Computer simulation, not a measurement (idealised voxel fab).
The process module that follows is named voxel air gaps.
FYI the section here is cut, 270 nm wide, cells are 5 nm squares.
Format of a cross-section: grid, square cells. Given as bands. Order: top down. Band: one or more rows of cells. Each band's line starts with the height of the band's top and of its bottom, in nm. Then come its materials from left to right, each with its width in nm. One material with "throughout" fills the band from edge to edge. "air" is empty space. We count height from 0. Below that, the starting wafer is all one material. The lowest band never ends at the bottom but goes on down; see "0 nm and below" for how that is written. You'd read "30 to 40" like this: the band's top row of cells is as wide as the first number, its bottom row is as wide as the second, and going down, every row changes width by the same amount as the row before did. You'll sometimes find "stayed the same" written for a step, and that's the way of saying that nowhere in the cross-section did a cell change during that step. You'll see "Closed cavities" listing empty spaces that have no way open to the top, as long as they're 8 cells or more; the notation is width x height at distance, where the distance is from the left edge, and all of it is in nm. Formally, on a step line, whatever follows the settings is a remark that the simulator itself makes on the step. overlay nm, on a step with a mask: how far to the right of its planned place the mask lay; to the left if negative.
[These are the steps we planned for the process]
| 1 | RECEIVE [material Si] |
| 2 | CONFORMAL_DEP [material SiO2] [thk nm 10] |
| 3 | CONFORMAL_DEP [material SiN] [thk nm 5] |
| 4 | DIRECTIONAL_DEP [material SiO2] [thk nm 35] |
| 5 | MASKED_ETCH [tone open] [mask id LINES] [width nm 20] [pitch nm 45] [etch materials SiO2] [depth nm 35] [overlay nm 0] |
| 6 | CONFORMAL_DEP [material TiN] [thk nm 5] |
| 7 | FILL_DEP [material W] [thk nm 5] |
| 8 | CMP [height nm 50] |
| 9 | EPI [material Ru] [thk nm 10] |
| 10 | SELECTIVE_ETCH [etch materials SiO2] [depth nm 45] |
| 11 | CONFORMAL_DEP [material SiCN] [thk nm 5] |
[Delivered wafer in cross-section: state after step 1]
0 nm and below: Si throughout
Closed cavities: none
[Cross-sectional view of the first of the two wafers upon completion of the module, processed in accordance with the plan]
65 nm to 60 nm: air 40 nm | SiCN 185 nm | air 45 nm
60 nm to 50 nm: air 40 nm | SiCN 5 nm | Ru 40 nm | SiCN 5 nm | Ru 40 nm | SiCN 5 nm | Ru 40 nm | SiCN 5 nm | Ru 40 nm | SiCN 5 nm | air 45 nm
50 nm to 45 nm: air 40 nm | SiCN 15 nm | TiN 5 nm | W 10 nm | TiN 5 nm | SiCN 25 nm | TiN 5 nm | W 10 nm | TiN 5 nm | SiCN 25 nm | TiN 5 nm | W 10 nm | TiN 5 nm | SiCN 25 nm | TiN 5 nm | W 10 nm | TiN 5 nm | SiCN 15 nm | air 45 nm
45 nm to 20 nm: air 50 nm | SiCN 5 nm | TiN 5 nm | W 10 nm | TiN 5 nm | SiCN 5 nm | air 15 nm | SiCN 5 nm | TiN 5 nm | W 10 nm | TiN 5 nm | SiCN 5 nm | air 15 nm | SiCN 5 nm | TiN 5 nm | W 10 nm | TiN 5 nm | SiCN 5 nm | air 15 nm | SiCN 5 nm | TiN 5 nm | W 10 nm | TiN 5 nm | SiCN 5 nm | air 55 nm
20 nm to 15 nm: SiCN 55 nm | TiN 20 nm | SiCN 25 nm | TiN 20 nm | SiCN 25 nm | TiN 20 nm | SiCN 25 nm | TiN 20 nm | SiCN 60 nm
15 nm to 10 nm: SiN throughout
10 nm to 0 nm: SiO2 throughout
0 nm and below: Si throughout
Closed cavities: 15 x 25 at 80; 15 x 25 at 125; 15 x 25 at 170
[Second of two wafers, module complete, sectioned: it shares the first wafer's start and plan but was run with one mistake]
65 nm to 60 nm: air 35 nm | SiCN 195 nm | air 40 nm
60 nm to 50 nm: air 35 nm | SiCN 5 nm | Ru 185 nm | SiCN 5 nm | air 40 nm
50 nm to 45 nm: air 35 nm | SiCN 15 nm | TiN 5 nm | W 20 nm | TiN 5 nm | SiO2 15 nm | TiN 5 nm | W 20 nm | TiN 5 nm | SiO2 15 nm | TiN 5 nm | W 20 nm | TiN 5 nm | SiO2 15 nm | TiN 5 nm | W 20 nm | TiN 5 nm | SiCN 15 nm | air 40 nm
45 nm to 20 nm: air 45 nm | SiCN 5 nm | TiN 5 nm | W 20 nm | TiN 5 nm | SiO2 15 nm | TiN 5 nm | W 20 nm | TiN 5 nm | SiO2 15 nm | TiN 5 nm | W 20 nm | TiN 5 nm | SiO2 15 nm | TiN 5 nm | W 20 nm | TiN 5 nm | SiCN 5 nm | air 50 nm
20 nm to 15 nm: SiCN 50 nm | TiN 30 nm | SiO2 15 nm | TiN 30 nm | SiO2 15 nm | TiN 30 nm | SiO2 15 nm | TiN 30 nm | SiCN 55 nm
15 nm to 10 nm: SiN throughout
10 nm to 0 nm: SiO2 throughout
0 nm and below: Si throughout
Closed cavities: none
Here's what went sideways: step 5 went in with a setting other than planned; the actual run was MASKED_ETCH [tone open] [mask id LINES] [width nm 30] [pitch nm 45] [etch materials SiO2] [depth nm 35] [overlay nm 0]
at the end the second wafer has, in cells: Ru +10 | SiCN -66 | SiO2 +63 | TiN +8 | W +48
On completion, 0 closed voids are found in the second wafer, whereas the first wafer has 3.
